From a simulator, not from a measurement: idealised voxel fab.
Process module heading - voxel double patterning
Cross-sectional view cut (width: 255 nm; square cell size: 5 nm).
Think of the cross-section as a grid of square cells. We describe it in bands, top to bottom, and each band covers one or more rows of those cells.
In this notation a band is specified by the heights of its top and bottom, in that order and in nm, after which its materials appear from left to right, each paired with its width in nm. The word "full width" attached to a single material means that material fills the band from edge to edge; the word "air" stands for empty space.
It should be noted that heights are counted from 0, beneath which the wafer as supplied is of one material throughout, and that the lowest band possesses no lower boundary but continues downward, as written in "0 down".
The expression "30->40" gives the width at the extremes of the band, the first number at its top row of cells and the second at its bottom row, with the width changing by equal amounts from each row to the next in between.
"all unchanged" (step): cross-section cells unchanged, all of them.
The label "Voids lacking openings" introduces a list of the empty spaces, 8 cells or larger, that have no open way up to the top; each entry in it reads width x height at distance, where the distance is taken from the left edge and all three are stated in nm.
Where a step's line continues beyond its settings, the continuation is a remark by the simulator itself on that step.
"overlay nm" on a masked step: distance the mask lay right of its planned place, negative for left.
THESE ARE THE STEPS WE PLANNED FOR THE PROCESS
1: RECEIVE, material Si
2: CONFORMAL_DEP, material SiO2, thk nm 5
3: DIRECTIONAL_DEP, material TiN, thk nm 10
4: DIRECTIONAL_DEP, material SiCN, thk nm 5
5: PATTERN, tone open, mask id FIRST, material resist, width nm 15, pitch nm 50, thk nm 15, overlay nm 0
6: DIRECTIONAL_ETCH, etch materials SiCN, depth nm 5
7: STRIP, etch materials resist
8: MASKED_ETCH, tone open, mask id SECOND, width nm 15, etch materials SiCN, depth nm 5, overlay nm 0
9: DIRECTIONAL_ETCH, etch materials TiN, depth nm 10
10: STRIP, etch materials SiCN
Split variable: width nm, step 5. Plan value = first wafer. Wafers start alike.
THIS IS HOW THE FIRST OF SEVERAL WAFERS LOOKED IN CROSS-SECTION WHEN IT ARRIVED, WHICH IS AFTER STEP 1
- 0 down | Si full width
- Voids lacking openings: none
WAFER ROWS, END OF MODULE: CELLS PER MATERIAL GAINED (+) OR LOST (-) SINCE RECEIPT; CLOSED VOIDS LAST
width nm 15 | +51 SiO2 | +84 TiN | Voids lacking openings: none
width nm 20 | +51 SiO2 | +80 TiN | Voids lacking openings: none
width nm 25 | +51 SiO2 | +76 TiN | Voids lacking openings: none
width nm 30 | +51 SiO2 | +72 TiN | Voids lacking openings: none
